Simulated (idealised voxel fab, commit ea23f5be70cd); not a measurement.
Herein follows the process module entitled voxel released beams.
FYI the section here is cut, 195 nm wide, cells are 5 nm squares.
In what follows, cross-sections appear as grids of square cells, described through bands that run from the top down, where every band is one or more rows of cells.
Band entry format. Leading values: height of top, height of bottom, nm. Remainder: materials in left-to-right order, each with its width in nm. Special words: "throughout" on a single material, which then fills the band edge to edge; "empty", empty space.
Zero point of the height axis is 0; under it, received wafer = one material. Lowest band: continues down indefinitely, "0 -> down".
Think of "30->40" as a width that walks from the first number to the second as you go down the band, top row to bottom row, taking equal-sized steps from row to row.
Step marked "everything unchanged"? Then no cell in the cross-section changed in it.
Enclosed voids (no open way to top), threshold 8 cells or more, entry "Fully sealed voids", notation width x height at distance, distance from left edge, nm.
Text after the settings on a step's line: the simulator's own remark on that step.
"overlay nm" answers the question of how far to the right of plan the mask lay on a step that has a mask, and when it is negative the answer is to the left.
Below is the list of planned process steps
1. RECEIVE [material Si]
2. CONFORMAL_DEP [material SiN] [thk nm 5]
3. DIRECTIONAL_DEP [material SiO2] [thk nm 10]
4. DIRECTIONAL_DEP [material aC] [thk nm 10]
5. PATTERN [tone open] [mask id ANCHOR] [material resist] [width nm 40] [thk nm 30] [overlay nm 0]
6. DIRECTIONAL_ETCH [etch materials aC] [depth nm 10]
7. STRIP [etch materials resist]
8. DIRECTIONAL_ETCH [etch materials SiO2] [depth nm 10]
9. STRIP [etch materials aC]
10. CONFORMAL_DEP [material W] [thk nm 15]
11. MASKED_ETCH [tone cover] [mask id BEAM] [width nm 110] [etch materials W] [depth nm 15] [overlay nm -15]
12. STRIP [etch materials SiO2]
Be aware that, although all wafers share a common starting state, the overlay nm at step 11 differs among them, and the plan displays the first wafer's value.
So this is the first of several wafers, cross-sectioned as it came to us, meaning it's at the end of step 1
* 0 -> down | Si throughout
* Fully sealed voids: none
Row per wafer, end-of-module: cell gain (+)/loss (-) by material since the wafer came in, then closed voids
overlay nm -15; +39 SiN; +78 W; Fully sealed voids: none
overlay nm -10; +39 SiN; +78 W; Fully sealed voids: none
overlay nm -5; +39 SiN; +78 W; Fully sealed voids: none
overlay nm 0; +39 SiN; +78 W; Fully sealed voids: none
overlay nm 5; +39 SiN; +78 W; Fully sealed voids: none
overlay nm 10; +39 SiN; +78 W; Fully sealed voids: none
overlay nm 15; +39 SiN; +78 W; Fully sealed voids: none
